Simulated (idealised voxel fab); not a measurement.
Presented below is a process module, voxel ribs on slabs.
Square cell edge 5 nm, section width 195 nm, ID cut.
If you're reading a cross-section in this doc, picture square cells in a grid; it comes to you as bands, top ones listed first down to the bottom, and a band can be one or more rows of cells.
Band entry format. Leading values: height of top, height of bottom, nm. Remainder: materials in left-to-right order, each with its width in nm. Special words: "everywhere" on a single material, which then fills the band edge to edge; "empty", empty space.
Note: height 0 marks the level under which the wafer is uniformly one material as received. Lowest band unbounded below, written "z 0 and below".
A width such as "30 to 40" changes by the same amount from each row of cells to the next, from the band's top row to its bottom row.
"left unchanged" (step): cross-section cells unchanged, all of them.
Reported under the label "Non-vented voids" are the empty spaces having no open way to the top and comprising 8 cells or more; the notation for each is width x height at distance, in which the distance is measured from the left edge and all three values are in nm.
What comes after the settings on a step's line is commentary from the simulator itself on that step.
The "overlay nm" setting may appear on a step's line; for a step that uses a mask, it gives how far to the right of its planned position the mask lay, and a negative value indicates the left.

PROCESS STEPS - PLAN
1 RECEIVE (material Si)
2 DIRECTIONAL_DEP (material SiO2; thk nm 25)
3 DIRECTIONAL_DEP (material polySi; thk nm 20)
4 MASKED_ETCH (tone cover; mask id RIB; width nm 15; etch materials polySi; depth nm 15; overlay nm 0)
5 DIRECTIONAL_DEP (material aC; thk nm 15)
6 PATTERN (tone cover; mask id SLAB; material resist; width nm 65; thk nm 35; overlay nm 0)
7 DIRECTIONAL_ETCH (etch materials aC; depth nm 15)
8 STRIP (etch materials resist)
9 DIRECTIONAL_ETCH (etch materials polySi; depth nm 5)
10 STRIP (etch materials aC)
11 FILL_DEP (material SiO2; thk nm 20)
12 CMP (height nm 55)
13 DIRECTIONAL_DEP (material TiN; thk nm 5)
14 PATTERN (tone cover; mask id HEATER; material resist; width nm 15; thk nm 20; overlay nm 0)
15 DIRECTIONAL_ETCH (etch materials TiN; depth nm 5)
16 STRIP (etch materials resist)
17 CONFORMAL_DEP (material SiN; thk nm 5)
varied across the wafers: width nm of step 14. The plan shows the first wafer's value. All wafers start alike

STEP 1 COMPLETE: AS-RECEIVED CROSS-SECTION OF THE FIRST OF SEVERAL WAFERS
	z 0 and below  Si everywhere
	Non-vented voids: none

THE FIGURE BELOW PRESENTS A CROSS-SECTION OF THE FIRST OF SEVERAL WAFERS AT THE CONCLUSION OF THE MODULE, FOLLOWING ITS LAST STEP, STEP 17
	z 65 to 60  empty 85 nm; SiN 25 nm; empty 85 nm
	z 60 to 55  SiN 90 nm; TiN 15 nm; SiN 90 nm
	z 55 to 45  SiO2 everywhere
	z 45 to 30  SiO2 90 nm; polySi 15 nm; SiO2 90 nm
	z 30 to 25  SiO2 65 nm; polySi 65 nm; SiO2 65 nm
	z 25 to 0  SiO2 everywhere
	z 0 and below  Si everywhere
	Non-vented voids: none

HERE'S THE LAST WAFER CROSS-SECTIONED AT THE END OF THE MODULE
	z 65 to 60  empty 75 nm; SiN 50 nm; empty 70 nm
	z 60 to 55  SiN 80 nm; TiN 40 nm; SiN 75 nm
	z 55 to 45  SiO2 everywhere
	z 45 to 30  SiO2 90 nm; polySi 15 nm; SiO2 90 nm
	z 30 to 25  SiO2 65 nm; polySi 65 nm; SiO2 65 nm
	z 25 to 0  SiO2 everywhere
	z 0 and below  Si everywhere
	Non-vented voids: none

SO IN THIS TABLE EVERY WAFER GETS ITS OWN ROW, AND WHAT YOU SEE IS WHERE IT STANDS AT THE END OF THE MODULE: FOR EACH MATERIAL, HOW MANY CELLS IT PICKED UP (+) OR GAVE UP (-) SINCE WE RECEIVED IT, AND AFTER THAT ITS CLOSED VOIDS
width nm 15, +41 SiN, +407 SiO2, +3 TiN, +22 polySi, Non-vented voids: none
width nm 20, +41 SiN, +407 SiO2, +4 TiN, +22 polySi, Non-vented voids: none
width nm 25, +41 SiN, +407 SiO2, +5 TiN, +22 polySi, Non-vented voids: none
width nm 30, +41 SiN, +407 SiO2, +6 TiN, +22 polySi, Non-vented voids: none
width nm 35, +41 SiN, +407 SiO2, +7 TiN, +22 polySi, Non-vented voids: none
width nm 40, +41 SiN, +407 SiO2, +8 TiN, +22 polySi, Non-vented voids: none
